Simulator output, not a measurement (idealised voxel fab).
Herein follows the process module entitled voxel double patterning.
Cross-section cut: width 255 nm, square cells of 5 nm.
Cross-section = grid of square cells, listed top down in bands; band = one or more rows. Band: top height; bottom height; in nm. Then, left to right: material with width in nm, for each material. "full width": a single material spanning edge to edge. "air": empty space. The level at which height equals 0 is the one under which the wafer, as it arrives, is entirely one material. No lower edge exists for the bottom band, which continues downward and is notated as in "0..down". A width given as "30 to 40" starts at the first number in the band's top row and ends at the second number in its bottom row, shifting by an equal amount at every step from row to row. What does "everything unchanged" mean for a step? It means no cell of the cross-section changed in that step. "Sealed internal cavities" - sealed voids, min. 8 cells, no opening to top; format: width x height at distance (distance from left edge; nm throughout). Text after the settings on a step's line: the simulator's own remark on that step. When a step includes a mask, the "overlay nm" setting on its line states how far to the right of its planned place that mask lay, and negative values state how far to the left. So the way this works: pairs, before and after one process step. The after picture only goes down to the lowest band that actually changed, nothing below. Step and its settings are under each pair. And watch out, pairs might come from different runs of this module, same starting wafer though, so a pair only follows on from the one above if its "Pre-process state" entry tells you so.
## Pre-process state
	0..down | Si full width
	Sealed internal cavities: none
## Sectional View, Post-Process
	10..0 | SiO2 full width
	Everything below 0 is unchanged.
	Sealed internal cavities: none
Process step (between the before and after cross-sections above): CONFORMAL_DEP: material SiO2, thk nm 10
Pre-process state: This step starts from the configuration shown after the step in the pair immediately above.
## Sectional View, Post-Process
	25..10 | polySi full width
	Everything below 10 is unchanged.
	Sealed internal cavities: none
Process step (between the before and after cross-sections above): DIRECTIONAL_DEP: material polySi, thk nm 15
Pre-process state: This step starts from the configuration shown after the step in the pair immediately above.
## Sectional View, Post-Process
	30..25 | SiCN full width
	Everything below 25 is unchanged.
	Sealed internal cavities: none
Process step (between the before and after cross-sections above): DIRECTIONAL_DEP: material SiCN, thk nm 5
Pre-process state: This step starts from the configuration shown after the step in the pair immediately above.
## Sectional View, Post-Process
	45..30 | resist 95, air 15, resist 35, air 15, resist 95
	Everything below 30 is unchanged.
	Sealed internal cavities: none
Process step (between the before and after cross-sections above): PATTERN: tone open, mask id FIRST, material resist, width nm 15, pitch nm 50, thk nm 15, overlay nm 0
Pre-process state: This step starts from the configuration shown after the step in the pair immediately above.
## Sectional View, Post-Process
	45..30 | resist 95, air 15, resist 35, air 15, resist 95
	30..25 | SiCN 95, air 15, SiCN 35, air 15, SiCN 95
	Everything below 25 is unchanged.
	Sealed internal cavities: none
Process step (between the before and after cross-sections above): DIRECTIONAL_ETCH: etch materials SiCN, depth nm 5
Pre-process state: This step starts from the configuration shown after the step in the pair immediately above.
## Sectional View, Post-Process
	30..25 | SiCN 95, air 15, SiCN 35, air 15, SiCN 95
	Everything below 25 is unchanged.
	Sealed internal cavities: none
Process step (between the before and after cross-sections above): STRIP: etch materials resist
Pre-process state: This step starts from the configuration shown after the step in the pair immediately above.
## Sectional View, Post-Process
	30..25 | SiCN 95, air 15, SiCN 10, air 15, SiCN 10, air 15, SiCN 95
	Everything below 25 is unchanged.
	Sealed internal cavities: none
Process step (between the before and after cross-sections above): MASKED_ETCH: tone open, mask id SECOND, width nm 15, etch materials SiCN, depth nm 5, overlay nm 0
Pre-process state: This step starts from the configuration shown after the step in the pair immediately above.
## Sectional View, Post-Process
	30..25 | SiCN 95, air 15, SiCN 10, air 15, SiCN 10, air 15, SiCN 95
	25..10 | polySi 95, air 15, polySi 10, air 15, polySi 10, air 15, polySi 95
	Everything below 10 is unchanged.
	Sealed internal cavities: none
Process step (between the before and after cross-sections above): DIRECTIONAL_ETCH: etch materials polySi, depth nm 15
Pre-process state: This step starts from the configuration shown after the step in the pair immediately above.
## Sectional View, Post-Process
	25..10 | polySi 95, air 15, polySi 10, air 15, polySi 10, air 15, polySi 95
	Everything below 10 is unchanged.
	Sealed internal cavities: none
Process step (between the before and after cross-sections above): STRIP: etch materials SiCN
## Pre-process state
	0..down | Si full width
	Sealed internal cavities: none
## Sectional View, Post-Process
	15..0 | polySi full width
	Everything below 0 is unchanged.
	Sealed internal cavities: none
Process step (between the before and after cross-sections above): DIRECTIONAL_DEP: material polySi, thk nm 15
Pre-process state: This step starts from the configuration shown after the step in the pair immediately above.
## Sectional View, Post-Process
	20..15 | SiCN full width
	Everything below 15 is unchanged.
	Sealed internal cavities: none
Process step (between the before and after cross-sections above): DIRECTIONAL_DEP: material SiCN, thk nm 5
Pre-process state: This step starts from the configuration shown after the step in the pair immediately above.
## Sectional View, Post-Process
	35..20 | resist 95, air 15, resist 35, air 15, resist 95
	Everything below 20 is unchanged.
	Sealed internal cavities: none
Process step (between the before and after cross-sections above): PATTERN: tone open, mask id FIRST, material resist, width nm 15, pitch nm 50, thk nm 15, overlay nm 0
Pre-process state: This step starts from the configuration shown after the step in the pair immediately above.
## Sectional View, Post-Process
	35..20 | resist 95, air 15, resist 35, air 15, resist 95
	20..15 | SiCN 95, air 15, SiCN 35, air 15, SiCN 95
	Everything below 15 is unchanged.
	Sealed internal cavities: none
Process step (between the before and after cross-sections above): DIRECTIONAL_ETCH: etch materials SiCN, depth nm 5
Pre-process state: This step starts from the configuration shown after the step in the pair immediately above.
## Sectional View, Post-Process
	20..15 | SiCN 95, air 15, SiCN 35, air 15, SiCN 95
	Everything below 15 is unchanged.
	Sealed internal cavities: none
Process step (between the before and after cross-sections above): STRIP: etch materials resist
Pre-process state: This step starts from the configuration shown after the step in the pair immediately above.
## Sectional View, Post-Process
	20..15 | SiCN 95, air 15, SiCN 10, air 15, SiCN 10, air 15, SiCN 95
	Everything below 15 is unchanged.
	Sealed internal cavities: none
Process step (between the before and after cross-sections above): MASKED_ETCH: tone open, mask id SECOND, width nm 15, etch materials SiCN, depth nm 5, overlay nm 0
Pre-process state: This step starts from the configuration shown after the step in the pair immediately above.
## Sectional View, Post-Process
	20..15 | SiCN 95, air 15, SiCN 10, air 15, SiCN 10, air 15, SiCN 95
	15..0 | polySi 95, air 15, polySi 10, air 15, polySi 10, air 15, polySi 95
	Everything below 0 is unchanged.
	Sealed internal cavities: none
Process step (between the before and after cross-sections above): DIRECTIONAL_ETCH: etch materials polySi, depth nm 15
Pre-process state: This step starts from the configuration shown after the step in the pair immediately above.
## Sectional View, Post-Process
	15..0 | polySi 95, air 15, polySi 10, air 15, polySi 10, air 15, polySi 95
	Everything below 0 is unchanged.
	Sealed internal cavities: none
Process step (between the before and after cross-sections above): STRIP: etch materials SiCN
## Pre-process state
	25..10 | polySi full width
	10..0 | SiO2 full width
	0..down | Si full width
	Sealed internal cavities: none
## Sectional View, Post-Process
	40..10 | polySi full width
	Everything below 10 is unchanged.
	Sealed internal cavities: none
Process step (between the before and after cross-sections above): DIRECTIONAL_DEP: material polySi, thk nm 15
Pre-process state: This step starts from the configuration shown after the step in the pair immediately above.
## Sectional View, Post-Process
	45..40 | SiCN full width
	Everything below 40 is unchanged.
	Sealed internal cavities: none
Process step (between the before and after cross-sections above): DIRECTIONAL_DEP: material SiCN, thk nm 5
Pre-process state: This step starts from the configuration shown after the step in the pair immediately above.
## Sectional View, Post-Process
	60..45 | resist 95, air 15, resist 35, air 15, resist 95
	Everything below 45 is unchanged.
	Sealed internal cavities: none
Process step (between the before and after cross-sections above): PATTERN: tone open, mask id FIRST, material resist, width nm 15, pitch nm 50, thk nm 15, overlay nm 0
Pre-process state: This step starts from the configuration shown after the step in the pair immediately above.
## Sectional View, Post-Process
	60..45 | resist 95, air 15, resist 35, air 15, resist 95
	45..40 | SiCN 95, air 15, SiCN 35, air 15, SiCN 95
	Everything below 40 is unchanged.
	Sealed internal cavities: none
Process step (between the before and after cross-sections above): DIRECTIONAL_ETCH: etch materials SiCN, depth nm 5
Pre-process state: This step starts from the configuration shown after the step in the pair immediately above.
## Sectional View, Post-Process
	45..40 | SiCN 95, air 15, SiCN 35, air 15, SiCN 95
	Everything below 40 is unchanged.
	Sealed internal cavities: none
Process step (between the before and after cross-sections above): STRIP: etch materials resist
Pre-process state: This step starts from the configuration shown after the step in the pair immediately above.
## Sectional View, Post-Process
	45..40 | SiCN 95, air 15, SiCN 10, air 15, SiCN 10, air 15, SiCN 95
	Everything below 40 is unchanged.
	Sealed internal cavities: none
Process step (between the before and after cross-sections above): MASKED_ETCH: tone open, mask id SECOND, width nm 15, etch materials SiCN, depth nm 5, overlay nm 0
Pre-process state: This step starts from the configuration shown after the step in the pair immediately above.
## Sectional View, Post-Process
	45..40 | SiCN 95, air 15, SiCN 10, air 15, SiCN 10, air 15, SiCN 95
	40..25 | polySi 95, air 15, polySi 10, air 15, polySi 10, air 15, polySi 95
	Everything below 25 is unchanged.
	Sealed internal cavities: none
Process step (between the before and after cross-sections above): DIRECTIONAL_ETCH: etch materials polySi, depth nm 15
Pre-process state: This step starts from the configuration shown after the step in the pair immediately above.
## Sectional View, Post-Process
	40..25 | polySi 95, air 15, polySi 10, air 15, polySi 10, air 15, polySi 95
	Everything below 25 is unchanged.
	Sealed internal cavities: none
Process step (between the before and after cross-sections above): STRIP: etch materials SiCN
## Pre-process state
	15..0 | polySi full width
	0..down | Si full width
	Sealed internal cavities: none
## Sectional View, Post-Process
	25..15 | SiO2 full width
	Everything below 15 is unchanged.
	Sealed internal cavities: none
Process step (between the before and after cross-sections above): CONFORMAL_DEP: material SiO2, thk nm 10
Pre-process state: This step starts from the configuration shown after the step in the pair immediately above.
## Sectional View, Post-Process
	30..25 | SiCN full width
	Everything below 25 is unchanged.
	Sealed internal cavities: none
Process step (between the before and after cross-sections above): DIRECTIONAL_DEP: material SiCN, thk nm 5
Pre-process state: This step starts from the configuration shown after the step in the pair immediately above.
## Sectional View, Post-Process
	45..30 | resist 95, air 15, resist 35, air 15, resist 95
	Everything below 30 is unchanged.
	Sealed internal cavities: none
Process step (between the before and after cross-sections above): PATTERN: tone open, mask id FIRST, material resist, width nm 15, pitch nm 50, thk nm 15, overlay nm 0
Pre-process state: This step starts from the configuration shown after the step in the pair immediately above.
## Sectional View, Post-Process
	45..30 | resist 95, air 15, resist 35, air 15, resist 95
	30..25 | SiCN 95, air 15, SiCN 35, air 15, SiCN 95
	Everything below 25 is unchanged.
	Sealed internal cavities: none
Process step (between the before and after cross-sections above): DIRECTIONAL_ETCH: etch materials SiCN, depth nm 5
Pre-process state: This step starts from the configuration shown after the step in the pair immediately above.
## Sectional View, Post-Process
	30..25 | SiCN 95, air 15, SiCN 35, air 15, SiCN 95
	Everything below 25 is unchanged.
	Sealed internal cavities: none
Process step (between the before and after cross-sections above): STRIP: etch materials resist
Pre-process state: This step starts from the configuration shown after the step in the pair immediately above.
## Sectional View, Post-Process
	30..25 | SiCN 95, air 15, SiCN 10, air 15, SiCN 10, air 15, SiCN 95
	Everything below 25 is unchanged.
	Sealed internal cavities: none
Process step (between the before and after cross-sections above): MASKED_ETCH: tone open, mask id SECOND, width nm 15, etch materials SiCN, depth nm 5, overlay nm 0
Pre-process state: This step starts from the configuration shown after the step in the pair immediately above.
## Sectional View, Post-Process
	25..15 | SiO2 full width
	Everything below 15 is unchanged.
	Sealed internal cavities: none
Process step (between the before and after cross-sections above): STRIP: etch materials SiCN
## Pre-process state
	10..0 | SiO2 full width
	0..down | Si full width
	Sealed internal cavities: none
## Sectional View, Post-Process
	35..10 | polySi full width
	Everything below 10 is unchanged.
	Sealed internal cavities: none
Process step (between the before and after cross-sections above): DIRECTIONAL_DEP: material polySi, thk nm 25
Pre-process state: This step starts from the configuration shown after the step in the pair immediately above.
## Sectional View, Post-Process
	40..35 | SiCN full width
	Everything below 35 is unchanged.
	Sealed internal cavities: none
Process step (between the before and after cross-sections above): DIRECTIONAL_DEP: material SiCN, thk nm 5
Pre-process state: This step starts from the configuration shown after the step in the pair immediately above.
## Sectional View, Post-Process
	55..40 | resist 95, air 15, resist 35, air 15, resist 95
	Everything below 40 is unchanged.
	Sealed internal cavities: none
Process step (between the before and after cross-sections above): PATTERN: tone open, mask id FIRST, material resist, width nm 15, pitch nm 50, thk nm 15, overlay nm 0
Pre-process state: This step starts from the configuration shown after the step in the pair immediately above.
## Sectional View, Post-Process
	55..40 | resist 95, air 15, resist 35, air 15, resist 95
	40..35 | SiCN 95, air 15, SiCN 35, air 15, SiCN 95
	Everything below 35 is unchanged.
	Sealed internal cavities: none
Process step (between the before and after cross-sections above): DIRECTIONAL_ETCH: etch materials SiCN, depth nm 5
Pre-process state: This step starts from the configuration shown after the step in the pair immediately above.
## Sectional View, Post-Process
	40..35 | SiCN 95, air 15, SiCN 35, air 15, SiCN 95
	Everything below 35 is unchanged.
	Sealed internal cavities: none
Process step (between the before and after cross-sections above): STRIP: etch materials resist
Pre-process state: This step starts from the configuration shown after the step in the pair immediately above.
## Sectional View, Post-Process
	40..35 | SiCN 95, air 15, SiCN 10, air 15, SiCN 10, air 15, SiCN 95
	Everything below 35 is unchanged.
	Sealed internal cavities: none
Process step (between the before and after cross-sections above): MASKED_ETCH: tone open, mask id SECOND, width nm 15, etch materials SiCN, depth nm 5, overlay nm 0
Pre-process state: This step starts from the configuration shown after the step in the pair immediately above.
## Sectional View, Post-Process
	40..35 | SiCN 95, air 15, SiCN 10, air 15, SiCN 10, air 15, SiCN 95
	35..20 | polySi 95, air 15, polySi 10, air 15, polySi 10, air 15, polySi 95
	Everything below 20 is unchanged.
	Sealed internal cavities: none
Process step (between the before and after cross-sections above): DIRECTIONAL_ETCH: etch materials polySi, depth nm 15
Pre-process state: This step starts from the configuration shown after the step in the pair immediately above.
## Sectional View, Post-Process
	35..20 | polySi 95, air 15, polySi 10, air 15, polySi 10, air 15, polySi 95
	Everything below 20 is unchanged.
	Sealed internal cavities: none
Process step (between the before and after cross-sections above): STRIP: etch materials SiCN
## Pre-process state
	30..25 | SiCN 95, air 15, SiCN 35, air 15, SiCN 95
	25..10 | polySi full width
	10..0 | SiO2 full width
	0..down | Si full width
	Sealed internal cavities: none
## Sectional View, Post-Process
	30..25 | SiCN 95, air 15, SiCN 10, air 20, SiCN 5, air 15, SiCN 95
	Everything below 25 is unchanged.
	Sealed internal cavities: none
Process step (between the before and after cross-sections above): MASKED_ETCH: tone open, mask id SECOND, width nm 20, etch materials SiCN, depth nm 5, overlay nm 0
Pre-process state: This step starts from the configuration shown after the step in the pair immediately above.
## Sectional View, Post-Process
	30..25 | SiCN 95, air 15, SiCN 10, air 20, SiCN 5, air 15, SiCN 95
	25..10 | polySi 95, air 15, polySi 10, air 20, polySi 5, air 15, polySi 95
	Everything below 10 is unchanged.
	Sealed internal cavities: none
Process step (between the before and after cross-sections above): DIRECTIONAL_ETCH: etch materials polySi, depth nm 15
Pre-process state: This step starts from the configuration shown after the step in the pair immediately above.
## Sectional View, Post-Process
	25..10 | polySi 95, air 15, polySi 10, air 20, polySi 5, air 15, polySi 95
	Everything below 10 is unchanged.
	Sealed internal cavities: none
Process step (between the before and after cross-sections above): STRIP: etch materials SiCN
## Pre-process state
	30..25 | SiCN full width
	25..10 | polySi full width
	10..0 | SiO2 full width
	0..down | Si full width
	Sealed internal cavities: none
## Sectional View, Post-Process
	45..30 | resist 105, air 15, resist 35, air 15, resist 85
	Everything below 30 is unchanged.
	Sealed internal cavities: none
Process step (between the before and after cross-sections above): PATTERN: tone open, mask id FIRST, material resist, width nm 15, pitch nm 50, thk nm 15, overlay nm 10
Pre-process state: This step starts from the configuration shown after the step in the pair immediately above.
## Sectional View, Post-Process
	45..30 | resist 105, air 15, resist 35, air 15, resist 85
	30..25 | SiCN 105, air 15, SiCN 35, air 15, SiCN 85
	Everything below 25 is unchanged.
	Sealed internal cavities: none
Process step (between the before and after cross-sections above): DIRECTIONAL_ETCH: etch materials SiCN, depth nm 5
Pre-process state: This step starts from the configuration shown after the step in the pair immediately above.
## Sectional View, Post-Process
	30..25 | SiCN 105, air 15, SiCN 35, air 15, SiCN 85
	Everything below 25 is unchanged.
	Sealed internal cavities: none
Process step (between the before and after cross-sections above): STRIP: etch materials resist
Pre-process state: This step starts from the configuration shown after the step in the pair immediately above.
## Sectional View, Post-Process
	30..25 | SiCN 105, air 30, SiCN 20, air 15, SiCN 85
	Everything below 25 is unchanged.
	Sealed internal cavities: none
Process step (between the before and after cross-sections above): MASKED_ETCH: tone open, mask id SECOND, width nm 15, etch materials SiCN, depth nm 5, overlay nm 0
Pre-process state: This step starts from the configuration shown after the step in the pair immediately above.
## Sectional View, Post-Process
	30..25 | SiCN 105, air 30, SiCN 20, air 15, SiCN 85
	25..10 | polySi 105, air 30, polySi 20, air 15, polySi 85
	Everything below 10 is unchanged.
	Sealed internal cavities: none
Process step (between the before and after cross-sections above): DIRECTIONAL_ETCH: etch materials polySi, depth nm 15
Pre-process state: This step starts from the configuration shown after the step in the pair immediately above.
## Sectional View, Post-Process
	25..10 | polySi 105, air 30, polySi 20, air 15, polySi 85
	Everything below 10 is unchanged.
	Sealed internal cavities: none
Process step (between the before and after cross-sections above): STRIP: etch materials SiCN
## Pre-process state
	10..0 | SiO2 full width
	0..down | Si full width
	Sealed internal cavities: none
## Sectional View, Post-Process
	25..0 | SiO2 full width
	Everything below 0 is unchanged.
	Sealed internal cavities: none
Process step (between the before and after cross-sections above): DIRECTIONAL_DEP: material SiO2, thk nm 15
Pre-process state: This step starts from the configuration shown after the step in the pair immediately above.
## Sectional View, Post-Process
	30..25 | SiCN full width
	Everything below 25 is unchanged.
	Sealed internal cavities: none
Process step (between the before and after cross-sections above): DIRECTIONAL_DEP: material SiCN, thk nm 5
Pre-process state: This step starts from the configuration shown after the step in the pair immediately above.
## Sectional View, Post-Process
	45..30 | resist 95, air 15, resist 35, air 15, resist 95
	Everything below 30 is unchanged.
	Sealed internal cavities: none
Process step (between the before and after cross-sections above): PATTERN: tone open, mask id FIRST, material resist, width nm 15, pitch nm 50, thk nm 15, overlay nm 0
Pre-process state: This step starts from the configuration shown after the step in the pair immediately above.
## Sectional View, Post-Process
	45..30 | resist 95, air 15, resist 35, air 15, resist 95
	30..25 | SiCN 95, air 15, SiCN 35, air 15, SiCN 95
	Everything below 25 is unchanged.
	Sealed internal cavities: none
Process step (between the before and after cross-sections above): DIRECTIONAL_ETCH: etch materials SiCN, depth nm 5
Pre-process state: This step starts from the configuration shown after the step in the pair immediately above.
## Sectional View, Post-Process
	30..25 | SiCN 95, air 15, SiCN 35, air 15, SiCN 95
	Everything below 25 is unchanged.
	Sealed internal cavities: none
Process step (between the before and after cross-sections above): STRIP: etch materials resist
Pre-process state: This step starts from the configuration shown after the step in the pair immediately above.
## Sectional View, Post-Process
	30..25 | SiCN 95, air 15, SiCN 10, air 15, SiCN 10, air 15, SiCN 95
	Everything below 25 is unchanged.
	Sealed internal cavities: none
Process step (between the before and after cross-sections above): MASKED_ETCH: tone open, mask id SECOND, width nm 15, etch materials SiCN, depth nm 5, overlay nm 0
Pre-process state: This step starts from the configuration shown after the step in the pair immediately above.
## Sectional View, Post-Process
	25..0 | SiO2 full width
	Everything below 0 is unchanged.
	Sealed internal cavities: none
Process step (between the before and after cross-sections above): STRIP: etch materials SiCN
## Pre-process state
	30..25 | SiCN 95, air 15, SiCN 35, air 15, SiCN 95
	25..10 | polySi full width
	10..0 | SiO2 full width
	0..down | Si full width
	Sealed internal cavities: none
## Sectional View, Post-Process
	30..25 | air 120, SiCN 15, air 120
	Everything below 25 is unchanged.
	Sealed internal cavities: none
Process step (between the before and after cross-sections above): MASKED_ETCH: tone cover, mask id SECOND, width nm 15, etch materials SiCN, depth nm 5, overlay nm 0
Pre-process state: This step starts from the configuration shown after the step in the pair immediately above.
## Sectional View, Post-Process
	30..25 | air 120, SiCN 15, air 120
	25..10 | air 120, polySi 15, air 120
	Everything below 10 is unchanged.
	Sealed internal cavities: none
Process step (between the before and after cross-sections above): DIRECTIONAL_ETCH: etch materials polySi, depth nm 15
Pre-process state: This step starts from the configuration shown after the step in the pair immediately above.
## Sectional View, Post-Process
	25..10 | air 120, polySi 15, air 120
	Everything below 10 is unchanged.
	Sealed internal cavities: none
Process step (between the before and after cross-sections above): STRIP: etch materials SiCN
